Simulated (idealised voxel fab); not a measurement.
Process module under the name voxel capacitor over wiring
Shown is cross-section cut, with a width of 165 nm and square cells of size 5 nm.
Cross-sections here: square-cell grids, written as top-down lists of bands, a band being one or more rows of cells. In this notation a band is specified by the heights of its top and bottom, in that order and in nm, after which its materials appear from left to right, each paired with its width in nm. The word "full width" attached to a single material means that material fills the band from edge to edge; the word "blank" stands for empty space. Counting heights begins at 0, where everything beneath is, in the wafer as received, one material. The lowest band has no bottom; it goes on downwards, as "0..down" shows. The notation "30->40" denotes a width that varies across the rows of cells in the band, beginning at the first number in the top row, finishing at the second number in the bottom row, and changing by an identical amount from each row to the next. "no modifications" -> step changed no cross-section cell. Empty spaces without an open route to the top, at least 8 cells in extent, make up the entry "Completely sealed voids"; each is given as width x height at distance, where the distance is measured from the left edge, and all are in nm. On each step's line, the part that comes after the settings is the simulator's own comment on the step. "overlay nm" denotes, for a step that has a mask, the displacement of the mask to the right of its planned place, with negative values corresponding to the left.
### Steps in the process plan
1,RECEIVE | material Si
2,CONFORMAL_DEP | material SiO2 | thk nm 15
3,DIRECTIONAL_DEP | material TiN | thk nm 5
4,DIRECTIONAL_DEP | material W | thk nm 15
5,PATTERN | tone cover | mask id METAL_1 | material resist | width nm 30 | pitch nm 90 | thk nm 20 | overlay nm 0
6,DIRECTIONAL_ETCH | etch materials W | depth nm 15
7,DIRECTIONAL_ETCH | etch materials TiN | depth nm 5
8,STRIP | etch materials resist
9,CONFORMAL_DEP | material SiN | thk nm 5
10,FILL_DEP | material lowk | thk nm 5
11,CMP | height nm 35
12,CONFORMAL_DEP | material SiCN | thk nm 5
13,DIRECTIONAL_DEP | material lowk | thk nm 10
14,PATTERN | tone open | mask id PLUG_1 | material resist | width nm 15 | thk nm 15 | overlay nm 0
15,DIRECTIONAL_ETCH | etch materials lowk | depth nm 10
16,DIRECTIONAL_ETCH | etch materials SiCN | depth nm 5
17,STRIP | etch materials resist
18,CONFORMAL_DEP | material TiN | thk nm 5
19,FILL_DEP | material Cu | thk nm 5
20,CMP | height nm 50
21,DIRECTIONAL_DEP | material TiN | thk nm 10
22,DIRECTIONAL_DEP | material SiN | thk nm 5
23,DIRECTIONAL_DEP | material TiN | thk nm 5
24,MASKED_ETCH | tone cover | mask id UPPER_PLATE | width nm 65 | etch materials TiN | depth nm 5 | overlay nm 0
25,MASKED_ETCH | tone cover | mask id UPPER_PLATE | width nm 65 | etch materials SiN | depth nm 5 | overlay nm 0
26,DIRECTIONAL_DEP | material aC | thk nm 10
27,PATTERN | tone cover | mask id LOWER_PLATE | material resist | width nm 75 | thk nm 30 | overlay nm 0
28,DIRECTIONAL_ETCH | etch materials aC | depth nm 10
29,STRIP | etch materials resist
30,DIRECTIONAL_ETCH | etch materials TiN | depth nm 10
31,STRIP | etch materials aC
32,FILL_DEP | material SiO2 | thk nm 20
33,CMP | height nm 85
34,DIRECTIONAL_DEP | material aC | thk nm 10
35,PATTERN | tone open | mask id PLUG_2 | material resist | width nm 15 | thk nm 25 | overlay nm 0
36,DIRECTIONAL_ETCH | etch materials aC | depth nm 10
37,STRIP | etch materials resist
38,DIRECTIONAL_ETCH | etch materials SiO2 | depth nm 15
39,STRIP | etch materials aC
40,CONFORMAL_DEP | material TiN | thk nm 5
41,FILL_DEP | material Cu | thk nm 10
42,CMP | height nm 85
43,CONFORMAL_DEP | material SiN | thk nm 5
### Incoming wafer, cross-sectional view, post step 1
	0..down  Si full width
	Completely sealed voids: none
### first wafer at the end, as planned
	90..85  SiN full width
	85..75  45 of SiO2  5 of TiN  5 of Cu  5 of TiN  105 of SiO2
	75..65  45->35 of SiO2  15->65 of TiN  105->65 of SiO2
	65..60  35 of SiO2  65 of SiN  65 of SiO2
	60..50  30 of SiO2  75 of TiN  60 of SiO2
	50..40  35 of lowk  5 of TiN  5 of Cu  5 of TiN  115 of lowk
	40..35  35 of SiCN  15 of TiN  115 of SiCN
	35..20  15 of lowk  5 of SiN  30 of W  5 of SiN  50 of lowk  5 of SiN  30 of W  5 of SiN  20 of lowk
	20..15  20 of SiN  30 of TiN  60 of SiN  30 of TiN  25 of SiN
	15..0  SiO2 full width
	0..down  Si full width
	Completely sealed voids: none
### second wafer at the end: like start, like plan, one mistake
	90..85  SiN full width
	85..75  45 of SiO2  5 of TiN  5 of Cu  5 of TiN  105 of SiO2
	75..65  45->35 of SiO2  15->65 of TiN  105->65 of SiO2
	65..60  35 of SiO2  65 of SiN  65 of SiO2
	60..50  30 of SiO2  75 of TiN  60 of SiO2
	50..40  35 of lowk  5 of TiN  5 of Cu  5 of TiN  115 of lowk
	40..35  35 of SiCN  15 of TiN  115 of SiCN
	35..20  20 of lowk  5 of SiN  30 of W  5 of SiN  50 of lowk  5 of SiN  30 of W  5 of SiN  15 of lowk
	20..15  25 of SiN  30 of TiN  60 of SiN  30 of TiN  20 of SiN
	15..0  SiO2 full width
	0..down  Si full width
	Completely sealed voids: none
Here's what went sideways: planned and actual differ for step 5; actual: PATTERN | tone cover | mask id METAL_1 | material resist | width nm 30 | pitch nm 90 | thk nm 20 | overlay nm 5
Same inventory, different map: at the end, the second wafer holds as many cells of each material as the first, placed elsewhere.
